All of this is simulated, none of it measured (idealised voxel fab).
Process module in this document: voxel self aligned vias
The cross-section on display is named cut; it measures 290 nm wide, and its cells are 5 nm squares.
When this document writes out a cross-section, it uses a grid of square cells and lists it as bands, beginning at the top and moving down, with a band standing for one or more rows of cells.
First you get the band's top height and its bottom height, in nm, and then the materials it's made of, left to right, with each width in nm. If you see a single material with "full width", that one covers the band edge to edge. "blank" is empty space.
Height 0 is the level under which the wafer as received is all one material. The lowest band goes on downwards, as in "0 -> down".
The width entry "30 to 40" should be interpreted row by row: the top row of cells in the band takes the first number, the bottom row takes the second number, and the change between adjacent rows is uniform throughout.
"no alteration" for a step: no cell of the cross-section changed in that step.
The list in "Trapped void list" covers empty spaces of 8 cells or more that cannot reach the top through any open way, and it gives each as width x height at distance; the distance is from the left edge, and width, height and distance are in nm.
Post-settings text on a step line: simulator's own remark regarding the step.
The line of a step may include "overlay nm". On a step with a mask, this value is how far to the right of its planned place the mask lay. A negative value means the mask lay to the left.
So here's the lineup of process steps we planned
1. RECEIVE,material Si
2. CONFORMAL_DEP,material SiO2,thk nm 15
3. CONFORMAL_DEP,material SiCN,thk nm 5
4. DIRECTIONAL_DEP,material lowk,thk nm 30
5. DIRECTIONAL_DEP,material aC,thk nm 15
6. PATTERN,tone open,mask id LINES,material resist,width nm 25,pitch nm 60,thk nm 35,overlay nm 0
7. DIRECTIONAL_ETCH,etch materials aC,depth nm 15
8. STRIP,etch materials resist
9. DIRECTIONAL_ETCH,etch materials lowk,depth nm 30
10. STRIP,etch materials aC
11. CONFORMAL_DEP,material TiN,thk nm 5
12. FILL_DEP,material W,thk nm 10
13. CMP,height nm 50
14. SELECTIVE_ETCH,etch materials W Ru TiN,depth nm 5
15. FILL_DEP,material SiN,thk nm 10
16. CMP,height nm 50
17. DIRECTIONAL_DEP,material lowk,thk nm 15
18. MASKED_ETCH,tone open,mask id VIAS,width nm 45,pitch nm 60,etch materials lowk,depth nm 15,overlay nm 0
19. MASKED_ETCH,tone open,mask id VIAS,width nm 45,pitch nm 60,etch materials SiN,depth nm 5,overlay nm 0
20. CONFORMAL_DEP,material TiN,thk nm 5
21. FILL_DEP,material Cu,thk nm 5
22. CMP,height nm 65
23. CONFORMAL_DEP,material SiCN,thk nm 5
What follows covers the first of two wafers; it ran as planned
As received (post step 1): cross-section
* 0 -> down  Si full width
* Trapped void list: none
Wafer xsec, post step 2
* 15 -> 0  SiO2 full width
* No changes below 0.
Wafer xsec, post step 3
* 20 -> 15  SiCN full width
* No changes below 15.
Wafer xsec, post step 4
* 50 -> 20  lowk full width
* No changes below 20.
Wafer xsec, post step 5
* 65 -> 50  aC full width
* No changes below 50.
Wafer xsec, post step 6
* 100 -> 65  resist: 70  blank: 25  resist: 35  blank: 25  resist: 35  blank: 25  resist: 75
* No changes below 65.
Wafer xsec, post step 7
* 85 -> 65  resist: 70  blank: 25  resist: 35  blank: 25  resist: 35  blank: 25  resist: 75
* 65 -> 50  aC: 70  blank: 25  aC: 35  blank: 25  aC: 35  blank: 25  aC: 75
* No changes below 50.
Wafer xsec, post step 8
* 65 -> 50  aC: 70  blank: 25  aC: 35  blank: 25  aC: 35  blank: 25  aC: 75
* No changes below 50.
Wafer xsec, post step 9
* 65 -> 50  aC: 70  blank: 25  aC: 35  blank: 25  aC: 35  blank: 25  aC: 75
* 50 -> 20  lowk: 70  blank: 25  lowk: 35  blank: 25  lowk: 35  blank: 25  lowk: 75
* No changes below 20.
Wafer xsec, post step 10
* 50 -> 20  lowk: 70  blank: 25  lowk: 35  blank: 25  lowk: 35  blank: 25  lowk: 75
* No changes below 20.
Wafer xsec, post step 11
* 55 -> 50  TiN: 75  blank: 15  TiN: 45  blank: 15  TiN: 45  blank: 15  TiN: 80
* 50 -> 25  lowk: 70  TiN: 5  blank: 15  TiN: 5  lowk: 35  TiN: 5  blank: 15  TiN: 5  lowk: 35  TiN: 5  blank: 15  TiN: 5  lowk: 75
* 25 -> 20  lowk: 70  TiN: 25  lowk: 35  TiN: 25  lowk: 35  TiN: 25  lowk: 75
* No changes below 20.
Wafer xsec, post step 12
* 65 -> 55  W full width
* 55 -> 50  TiN: 75  W: 15  TiN: 45  W: 15  TiN: 45  W: 15  TiN: 80
* 50 -> 25  lowk: 70  TiN: 5  W: 15  TiN: 5  lowk: 35  TiN: 5  W: 15  TiN: 5  lowk: 35  TiN: 5  W: 15  TiN: 5  lowk: 75
* No changes below 25.
Wafer xsec, post step 13
* 50 -> 25  lowk: 70  TiN: 5  W: 15  TiN: 5  lowk: 35  TiN: 5  W: 15  TiN: 5  lowk: 35  TiN: 5  W: 15  TiN: 5  lowk: 75
* No changes below 25.
Wafer xsec, post step 14
* 50 -> 45  lowk: 70  blank: 25  lowk: 35  blank: 25  lowk: 35  blank: 25  lowk: 75
* No changes below 45.
Wafer xsec, post step 15
* 60 -> 50  SiN full width
* 50 -> 45  lowk: 70  SiN: 25  lowk: 35  SiN: 25  lowk: 35  SiN: 25  lowk: 75
* No changes below 45.
Wafer xsec, post step 16
* 50 -> 45  lowk: 70  SiN: 25  lowk: 35  SiN: 25  lowk: 35  SiN: 25  lowk: 75
* No changes below 45.
Wafer xsec, post step 17
* 65 -> 50  lowk full width
* No changes below 50.
Wafer xsec, post step 18
* 65 -> 50  lowk: 60  blank: 45  lowk: 15  blank: 45  lowk: 15  blank: 45  lowk: 65
* No changes below 50.
Wafer xsec, post step 19
* 65 -> 50  lowk: 60  blank: 45  lowk: 15  blank: 45  lowk: 15  blank: 45  lowk: 65
* 50 -> 45  lowk: 70  blank: 25  lowk: 35  blank: 25  lowk: 35  blank: 25  lowk: 75
* No changes below 45.
Wafer xsec, post step 20
* 70 -> 65  TiN: 65  blank: 35  TiN: 25  blank: 35  TiN: 25  blank: 35  TiN: 70
* 65 -> 55  lowk: 60  TiN: 5  blank: 35  TiN: 5  lowk: 15  TiN: 5  blank: 35  TiN: 5  lowk: 15  TiN: 5  blank: 35  TiN: 5  lowk: 65
* 55 -> 50  lowk: 60  TiN: 15  blank: 15  TiN: 15  lowk: 15  TiN: 15  blank: 15  TiN: 15  lowk: 15  TiN: 15  blank: 15  TiN: 15  lowk: 65
* 50 -> 45  lowk: 70  TiN: 25  lowk: 35  TiN: 25  lowk: 35  TiN: 25  lowk: 75
* No changes below 45.
Wafer xsec, post step 21
* 75 -> 70  Cu full width
* 70 -> 65  TiN: 65  Cu: 35  TiN: 25  Cu: 35  TiN: 25  Cu: 35  TiN: 70
* 65 -> 55  lowk: 60  TiN: 5  Cu: 35  TiN: 5  lowk: 15  TiN: 5  Cu: 35  TiN: 5  lowk: 15  TiN: 5  Cu: 35  TiN: 5  lowk: 65
* 55 -> 50  lowk: 60  TiN: 15  Cu: 15  TiN: 15  lowk: 15  TiN: 15  Cu: 15  TiN: 15  lowk: 15  TiN: 15  Cu: 15  TiN: 15  lowk: 65
* No changes below 50.
Wafer xsec, post step 22
* 65 -> 55  lowk: 60  TiN: 5  Cu: 35  TiN: 5  lowk: 15  TiN: 5  Cu: 35  TiN: 5  lowk: 15  TiN: 5  Cu: 35  TiN: 5  lowk: 65
* No changes below 55.
Wafer xsec, post step 23
* 70 -> 65  SiCN full width
* No changes below 65.
The second wafer was prepared from the same starting point and under the same plan as the first; its processing contained one mistake, and it remains indistinguishable from the first wafer up to and including step 5
Second wafer: cross-section at the scheduled end of step 6
* 100 -> 65  blank: 70  resist: 25  blank: 35  resist: 25  blank: 35  resist: 25  blank: 75
* No changes below 65.
Second wafer: cross-section at the scheduled end of step 7
* 85 -> 65  blank: 70  resist: 25  blank: 35  resist: 25  blank: 35  resist: 25  blank: 75
* 65 -> 50  blank: 70  aC: 25  blank: 35  aC: 25  blank: 35  aC: 25  blank: 75
* No changes below 50.
Second wafer: cross-section at the scheduled end of step 8
* 65 -> 50  blank: 70  aC: 25  blank: 35  aC: 25  blank: 35  aC: 25  blank: 75
* No changes below 50.
Second wafer: cross-section at the scheduled end of step 9
* 65 -> 50  blank: 70  aC: 25  blank: 35  aC: 25  blank: 35  aC: 25  blank: 75
* 50 -> 20  blank: 70  lowk: 25  blank: 35  lowk: 25  blank: 35  lowk: 25  blank: 75
* No changes below 20.
Second wafer: cross-section at the scheduled end of step 10
* 50 -> 20  blank: 70  lowk: 25  blank: 35  lowk: 25  blank: 35  lowk: 25  blank: 75
* No changes below 20.
Second wafer: cross-section at the scheduled end of step 11
* 55 -> 50  blank: 65  TiN: 35  blank: 25  TiN: 35  blank: 25  TiN: 35  blank: 70
* 50 -> 25  blank: 65  TiN: 5  lowk: 25  TiN: 5  blank: 25  TiN: 5  lowk: 25  TiN: 5  blank: 25  TiN: 5  lowk: 25  TiN: 5  blank: 70
* 25 -> 20  TiN: 70  lowk: 25  TiN: 35  lowk: 25  TiN: 35  lowk: 25  TiN: 75
* No changes below 20.
Second wafer: cross-section at the scheduled end of step 12
* 65 -> 55  W full width
* 55 -> 50  W: 65  TiN: 35  W: 25  TiN: 35  W: 25  TiN: 35  W: 70
* 50 -> 25  W: 65  TiN: 5  lowk: 25  TiN: 5  W: 25  TiN: 5  lowk: 25  TiN: 5  W: 25  TiN: 5  lowk: 25  TiN: 5  W: 70
* No changes below 25.
Second wafer: cross-section at the scheduled end of step 13
* 50 -> 25  W: 65  TiN: 5  lowk: 25  TiN: 5  W: 25  TiN: 5  lowk: 25  TiN: 5  W: 25  TiN: 5  lowk: 25  TiN: 5  W: 70
* No changes below 25.
Second wafer: cross-section at the scheduled end of step 14
* 50 -> 45  blank: 70  lowk: 25  blank: 35  lowk: 25  blank: 35  lowk: 25  blank: 75
* No changes below 45.
Second wafer: cross-section at the scheduled end of step 15
* 60 -> 50  SiN full width
* 50 -> 45  SiN: 70  lowk: 25  SiN: 35  lowk: 25  SiN: 35  lowk: 25  SiN: 75
* No changes below 45.
Second wafer: cross-section at the scheduled end of step 16
* 50 -> 45  SiN: 70  lowk: 25  SiN: 35  lowk: 25  SiN: 35  lowk: 25  SiN: 75
* No changes below 45.
Second wafer: cross-section at the scheduled end of step 17
* 65 -> 50  lowk full width
* No changes below 50.
Second wafer: cross-section at the scheduled end of step 18
* 65 -> 50  lowk: 60  blank: 45  lowk: 15  blank: 45  lowk: 15  blank: 45  lowk: 65
* No changes below 50.
Second wafer: cross-section at the scheduled end of step 19
* 65 -> 50  lowk: 60  blank: 45  lowk: 15  blank: 45  lowk: 15  blank: 45  lowk: 65
* 50 -> 45  SiN: 60  blank: 10  lowk: 25  blank: 10  SiN: 15  blank: 10  lowk: 25  blank: 10  SiN: 15  blank: 10  lowk: 25  blank: 10  SiN: 65
* No changes below 45.
Second wafer: cross-section at the scheduled end of step 20
* 70 -> 65  TiN: 65  blank: 35  TiN: 25  blank: 35  TiN: 25  blank: 35  TiN: 70
* 65 -> 55  lowk: 60  TiN: 5  blank: 35  TiN: 5  lowk: 15  TiN: 5  blank: 35  TiN: 5  lowk: 15  TiN: 5  blank: 35  TiN: 5  lowk: 65
* 55 -> 50  lowk: 60  TiN: 45  lowk: 15  TiN: 45  lowk: 15  TiN: 45  lowk: 65
* 50 -> 45  SiN: 60  TiN: 10  lowk: 25  TiN: 10  SiN: 15  TiN: 10  lowk: 25  TiN: 10  SiN: 15  TiN: 10  lowk: 25  TiN: 10  SiN: 65
* No changes below 45.
Second wafer: cross-section at the scheduled end of step 21
* 75 -> 70  Cu full width
* 70 -> 65  TiN: 65  Cu: 35  TiN: 25  Cu: 35  TiN: 25  Cu: 35  TiN: 70
* 65 -> 55  lowk: 60  TiN: 5  Cu: 35  TiN: 5  lowk: 15  TiN: 5  Cu: 35  TiN: 5  lowk: 15  TiN: 5  Cu: 35  TiN: 5  lowk: 65
* No changes below 55.
Second wafer: cross-section at the scheduled end of step 22
* 65 -> 55  lowk: 60  TiN: 5  Cu: 35  TiN: 5  lowk: 15  TiN: 5  Cu: 35  TiN: 5  lowk: 15  TiN: 5  Cu: 35  TiN: 5  lowk: 65
* No changes below 55.
Second wafer: cross-section at the scheduled end of step 23
* 70 -> 65  SiCN full width
* No changes below 65.
Error vs. plan: step 6, actual vs plan mismatch, actual run PATTERN,tone cover,mask id LINES,material resist,width nm 25,pitch nm 60,thk nm 35,overlay nm 0
Final wafer comparison in cells, second versus first, more or fewer per material: Cu -9; SiN +31; TiN +34; W +112; lowk -168
